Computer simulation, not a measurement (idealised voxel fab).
process module | voxel capacitor over wiring
cross-section cut | 165 nm wide | cells 5 nm
A cross-section is a grid of square cells, given in bands from the top down. A band is one or more rows of cells.
Each band's line starts with the height of the band's top and of its bottom, in nm. Then come its materials from left to right, each with its width in nm. One material with "throughout" fills the band from edge to edge. "air" is empty space.
Height 0 is the level under which the wafer as received is all one material. The lowest band goes on downwards, as in "0 down".
A width such as "30 to 40" changes by the same amount from each row of cells to the next, from the band's top row to its bottom row.
"no change" after a step means that no cell of the cross-section changed.
closed voids: empty space of 8 cells or more with no open way to the top, each as width x height at its distance from the left edge, in nm
after a step's settings: what the simulator itself notes on the step
overlay nm, on a step with a mask: how far to the right of its planned place the mask lay; to the left if negative
plan
1 op RECEIVE | material Si
2 op CONFORMAL_DEP | material SiO2 | thk nm 15
3 op CONFORMAL_DEP | material SiN | thk nm 5
4 op DIRECTIONAL_DEP | material lowk | thk nm 20
5 op PATTERN | tone open | mask id METAL_1 | material resist | width nm 25 | pitch nm 90 | thk nm 15 | overlay nm 0
6 op DIRECTIONAL_ETCH | etch materials lowk | depth nm 20
7 op DIRECTIONAL_ETCH | etch materials SiN | depth nm 5
8 op STRIP | etch materials resist
9 op CONFORMAL_DEP | material TiN | thk nm 5
10 op FILL_DEP | material W | thk nm 10
11 op CMP | height nm 40
12 op CONFORMAL_DEP | material SiCN | thk nm 5
13 op DIRECTIONAL_DEP | material SiO2 | thk nm 15
14 op MASKED_ETCH | tone open | mask id PLUG_1 | width nm 15 | etch materials SiO2 | depth nm 15 | overlay nm 0
15 op MASKED_ETCH | tone open | mask id PLUG_1 | width nm 15 | etch materials SiCN | depth nm 5 | overlay nm 0
16 op EPI | material Ru | thk nm 10
17 op EPI | material Ru | thk nm 10
18 op DIRECTIONAL_DEP | material TiN | thk nm 10
19 op DIRECTIONAL_DEP | material SiN | thk nm 5
20 op DIRECTIONAL_DEP | material TiN | thk nm 10
21 op PATTERN | tone cover | mask id UPPER_PLATE | material resist | width nm 70 | thk nm 20 | overlay nm 0
22 op DIRECTIONAL_ETCH | etch materials TiN | depth nm 10
23 op DIRECTIONAL_ETCH | etch materials SiN | depth nm 5
24 op STRIP | etch materials resist
25 op MASKED_ETCH | tone cover | mask id LOWER_PLATE | width nm 80 | etch materials TiN | depth nm 10 | overlay nm 0
26 op FILL_DEP | material SiO2 | thk nm 20
27 op CMP | height nm 100
28 op DIRECTIONAL_DEP | material aC | thk nm 15
29 op PATTERN | tone open | mask id PLUG_2 | material resist | width nm 15 | thk nm 35 | overlay nm 0
30 op DIRECTIONAL_ETCH | etch materials aC | depth nm 15
31 op STRIP | etch materials resist
32 op DIRECTIONAL_ETCH | etch materials SiO2 | depth nm 15
33 op STRIP | etch materials aC
34 op CONFORMAL_DEP | material TiN | thk nm 5
35 op FILL_DEP | material Ru | thk nm 10
36 op CMP | height nm 100
37 op CONFORMAL_DEP | material SiCN | thk nm 5
as received, after step 1
  0 down: Si throughout
  closed voids: none
a wafer at the end: this start, this plan, one mistake
  105 to 100: SiCN throughout
  100 to 90: SiO2 45 | TiN 5 | Ru 5 | TiN 5 | SiO2 105
  90 to 85: SiO2 45 | TiN 15 | SiO2 105
  85 to 75: SiO2 35 | TiN 70 | SiO2 60
  75 to 70: SiO2 35 | SiN 70 | SiO2 60
  70 to 60: SiO2 30 | TiN 85 | SiO2 50
  60 to 45: SiO2 35 | Ru 15 | SiO2 115
  45 to 40: SiCN 35 | Ru 15 | SiCN 115
  40 to 20: lowk 25 | TiN 5 | W 15 | TiN 5 | lowk 65 | TiN 5 | W 15 | TiN 5 | lowk 25
  20 to 15: SiN 25 | TiN 25 | SiN 65 | TiN 25 | SiN 25
  15 to 0: SiO2 throughout
  0 down: Si throughout
  closed voids: none
what went wrong: step 25 ran as: op MASKED_ETCH | tone cover | mask id LOWER_PLATE | width nm 85 | etch materials TiN | depth nm 10 | overlay nm 0
